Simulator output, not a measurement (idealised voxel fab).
The document below concerns the process module designated voxel wiring stack.
Displayed cross-section: cut, width of 180 nm, square cells sized 5 nm.
This document writes a cross-section as a grid whose cells are square, and gives it as bands, listed from the top down; one or more rows of cells form a band. What a band's entry tells you: where the top is and where the bottom is, as heights in nm, and after that what lies inside, material by material from left to right, each with its width in nm. Empty space is written as the word "air", and a single material marked with the word "everywhere" occupies the band from edge to edge. Height datum 0, below which the as-received substrate wafer is one material. Lowest band open at the bottom, running downward: "from 0 down". The two numbers in a width such as "30->40" mark its ends across the band: the first belongs to the top row of cells, the second to the bottom row, and from each row to the next the width moves by the same amount. Step note "no alterations made" = no cross-section cell changed. Empty spaces without an open route to the top, at least 8 cells in extent, make up the entry "Closed void roster"; each is given as width x height at distance, where the distance is measured from the left edge, and all are in nm. On a step's line, text after the settings is the simulator commenting on that step. overlay nm: on a step with a mask, how far right of its planned place the mask lay; negative means left.

-- Listed below are the process steps as planned
1) RECEIVE with material Si
2) CONFORMAL_DEP with material SiO2, thk nm 10
3) DIRECTIONAL_DEP with material TiN, thk nm 5
4) DIRECTIONAL_DEP with material Ru, thk nm 15
5) DIRECTIONAL_DEP with material aC, thk nm 15
6) PATTERN with tone cover, mask id METAL_1, material resist, width nm 20, pitch nm 50, thk nm 35, overlay nm 0
7) DIRECTIONAL_ETCH with etch materials aC, depth nm 15
8) STRIP with etch materials resist
9) DIRECTIONAL_ETCH with etch materials Ru, depth nm 15
10) DIRECTIONAL_ETCH with etch materials TiN, depth nm 5
11) STRIP with etch materials aC
12) FILL_DEP with material SiO2, thk nm 10
13) CMP with height nm 30
14) CONFORMAL_DEP with material SiCN, thk nm 5
15) DIRECTIONAL_DEP with material lowk, thk nm 15
16) MASKED_ETCH with tone open, mask id PLUG_1, width nm 15, pitch nm 100, etch materials lowk, depth nm 15, overlay nm 0
17) MASKED_ETCH with tone open, mask id PLUG_1, width nm 15, pitch nm 100, etch materials SiCN, depth nm 5, overlay nm 0
18) CONFORMAL_DEP with material TiN, thk nm 5
19) FILL_DEP with material Cu, thk nm 10
20) CMP with height nm 50
21) CONFORMAL_DEP with material SiCN, thk nm 5
22) DIRECTIONAL_DEP with material SiO2, thk nm 15
23) MASKED_ETCH with tone open, mask id METAL_2, width nm 20, pitch nm 50, etch materials SiO2, depth nm 15, overlay nm 0
24) MASKED_ETCH with tone open, mask id METAL_2, width nm 20, pitch nm 50, etch materials SiCN, depth nm 5, overlay nm 0
25) CONFORMAL_DEP with material TiN, thk nm 5
26) FILL_DEP with material Ru, thk nm 5
27) CMP with height nm 70
28) CONFORMAL_DEP with material SiCN, thk nm 5
29) DIRECTIONAL_DEP with material SiO2, thk nm 15
30) MASKED_ETCH with tone open, mask id PLUG_2, width nm 15, pitch nm 100, etch materials SiO2, depth nm 15, overlay nm 0
31) MASKED_ETCH with tone open, mask id PLUG_2, width nm 15, pitch nm 100, etch materials SiCN, depth nm 5, overlay nm 0
32) EPI with material Ru, thk nm 10
33) EPI with material Ru, thk nm 10
34) CONFORMAL_DEP with material SiN, thk nm 5
35) DIRECTIONAL_DEP with material lowk, thk nm 15
36) MASKED_ETCH with tone open, mask id METAL_3, width nm 20, pitch nm 50, etch materials lowk, depth nm 15, overlay nm 0
37) MASKED_ETCH with tone open, mask id METAL_3, width nm 20, pitch nm 50, etch materials SiN, depth nm 5, overlay nm 0
38) CONFORMAL_DEP with material TiN, thk nm 5
39) FILL_DEP with material Cu, thk nm 10
40) CMP with height nm 110
41) EPI with material Ru, thk nm 5
42) FILL_DEP with material SiCN, thk nm 5
43) DIRECTIONAL_DEP with material SiO2, thk nm 25
44) MASKED_ETCH with tone open, mask id METAL_4, width nm 20, pitch nm 50, etch materials SiO2, depth nm 15, overlay nm 0
45) MASKED_ETCH with tone open, mask id METAL_4_HOLES, width nm 15, pitch nm 50, etch materials SiO2, depth nm 10, overlay nm 0
46) MASKED_ETCH with tone open, mask id METAL_4_HOLES, width nm 15, pitch nm 50, etch materials SiCN, depth nm 5, overlay nm 0
47) CONFORMAL_DEP with material TiN, thk nm 5
48) FILL_DEP with material Cu, thk nm 10
49) CMP with height nm 145
50) CONFORMAL_DEP with material SiN, thk nm 5

-- Incoming wafer in cross-section (state: after step 1)
    from 0 down  Si everywhere
    Closed void roster: none

-- The plan above was carried out on the starting structure above with one mistake, and this cross-section shows the wafer at the end of the module
    from 150 to 145  SiN everywhere
    from 145 to 135  SiO2=30 / TiN=5 / Cu=10 / TiN=5 / SiO2=30 / TiN=5 / Cu=10 / TiN=5 / SiO2=30 / TiN=5 / Cu=10 / TiN=5 / SiO2=30
    from 135 to 130  SiO2=30 / TiN=5 / Cu=5 / TiN=10 / SiO2=30 / TiN=5 / Cu=5 / TiN=10 / SiO2=30 / TiN=5 / Cu=5 / TiN=10 / SiO2=30
    from 130 to 120  SiO2=30 / TiN=5 / Cu=5 / TiN=5 / SiO2=35 / TiN=5 / Cu=5 / TiN=5 / SiO2=35 / TiN=5 / Cu=5 / TiN=5 / SiO2=35
    from 120 to 115  SiCN=30 / TiN=15 / SiCN=35 / TiN=15 / SiCN=35 / TiN=15 / SiCN=35
    from 115 to 110  SiCN=25 / Ru=30 / SiCN=20 / Ru=30 / SiCN=20 / Ru=30 / SiCN=25
    from 110 to 95  lowk=30 / TiN=5 / Cu=10 / TiN=5 / lowk=30 / TiN=5 / Cu=10 / TiN=5 / lowk=30 / TiN=5 / Cu=10 / TiN=5 / lowk=30
    from 95 to 90  SiN=30 / TiN=20 / SiN=30 / TiN=20 / SiN=30 / TiN=20 / SiN=30
    from 90 to 75  SiO2=30 / Ru=15 / SiO2=85 / Ru=15 / SiO2=35
    from 75 to 70  SiCN=30 / Ru=15 / SiCN=85 / Ru=15 / SiCN=35
    from 70 to 65  Ru everywhere
    from 65 to 60  TiN=35 / Ru=10 / TiN=40 / Ru=10 / TiN=40 / Ru=10 / TiN=35
    from 60 to 45  SiO2=30 / TiN=5 / Ru=10 / TiN=5 / SiO2=30 / TiN=5 / Ru=10 / TiN=5 / SiO2=30 / TiN=5 / Ru=10 / TiN=5 / SiO2=30
    from 45 to 40  SiCN=30 / TiN=20 / SiCN=30 / TiN=20 / SiCN=30 / TiN=20 / SiCN=30
    from 40 to 35  lowk=30 / TiN=5 / Cu=5 / TiN=5 / lowk=85 / TiN=5 / Cu=5 / TiN=5 / lowk=35
    from 35 to 30  SiCN=30 / TiN=15 / SiCN=85 / TiN=15 / SiCN=35
    from 30 to 15  SiO2=30 / Ru=20 / SiO2=30 / Ru=20 / SiO2=30 / Ru=20 / SiO2=30
    from 15 to 10  SiO2=30 / TiN=20 / SiO2=30 / TiN=20 / SiO2=30 / TiN=20 / SiO2=30
    from 10 to 0  SiO2 everywhere
    from 0 down  Si everywhere
    Closed void roster: none
Against the plan, the run slipped here: step 20 was not run as planned; what actually ran was CMP with height nm 40
